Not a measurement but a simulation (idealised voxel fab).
process module | voxel released beams
cross-section cut | 170 nm wide | cells 5 nm
A cross-section is a grid of square cells, given in bands from the top down. A band is one or more rows of cells.
Each band's line starts with the height of the band's top and of its bottom, in nm. Then come its materials from left to right, each with its width in nm. One material with "throughout" fills the band from edge to edge. "air" is empty space.
Height 0 is the level under which the wafer as received is all one material. The lowest band goes on downwards, as in "0 down".
A width such as "30 to 40" changes by the same amount from each row of cells to the next, from the band's top row to its bottom row.
"no change" after a step means that no cell of the cross-section changed.
closed voids: empty space of 8 cells or more with no open way to the top, each as width x height at its distance from the left edge, in nm
after a step's settings: what the simulator itself notes on the step
overlay nm, on a step with a mask: how far to the right of its planned place the mask lay; to the left if negative
plan
1 op RECEIVE | material Si
2 op CONFORMAL_DEP | material SiN | thk nm 5
3 op DIRECTIONAL_DEP | material SiO2 | thk nm 10
4 op DIRECTIONAL_DEP | material aC | thk nm 10
5 op PATTERN | tone open | mask id ANCHOR | material resist | width nm 25 | thk nm 25 | overlay nm 0
6 op DIRECTIONAL_ETCH | etch materials aC | depth nm 10
7 op STRIP | etch materials resist
8 op DIRECTIONAL_ETCH | etch materials SiO2 | depth nm 10
9 op STRIP | etch materials aC
10 op CONFORMAL_DEP | material TiN | thk nm 10
11 op DIRECTIONAL_DEP | material aC | thk nm 15
12 op PATTERN | tone cover | mask id BEAM | material resist | width nm 75 | thk nm 35 | overlay nm 0
13 op DIRECTIONAL_ETCH | etch materials aC | depth nm 15
14 op STRIP | etch materials resist
15 op DIRECTIONAL_ETCH | etch materials TiN | depth nm 10
16 op STRIP | etch materials aC
17 op STRIP | etch materials SiO2
varied across the wafers: width nm of step 12. The plan shows the first wafer's value. All wafers start alike
first wafer as received, after step 1
  0 down: Si throughout
  closed voids: none
each wafer at the end: cells of each material gained (+) or lost (-) since it was received, then its closed voids
width nm 75 | +34 SiN | +38 TiN | closed voids: none
width nm 80 | +34 SiN | +40 TiN | closed voids: none
width nm 85 | +34 SiN | +42 TiN | closed voids: none
width nm 90 | +34 SiN | +44 TiN | closed voids: none
width nm 95 | +34 SiN | +46 TiN | closed voids: none
width nm 100 | +34 SiN | +48 TiN | closed voids: none
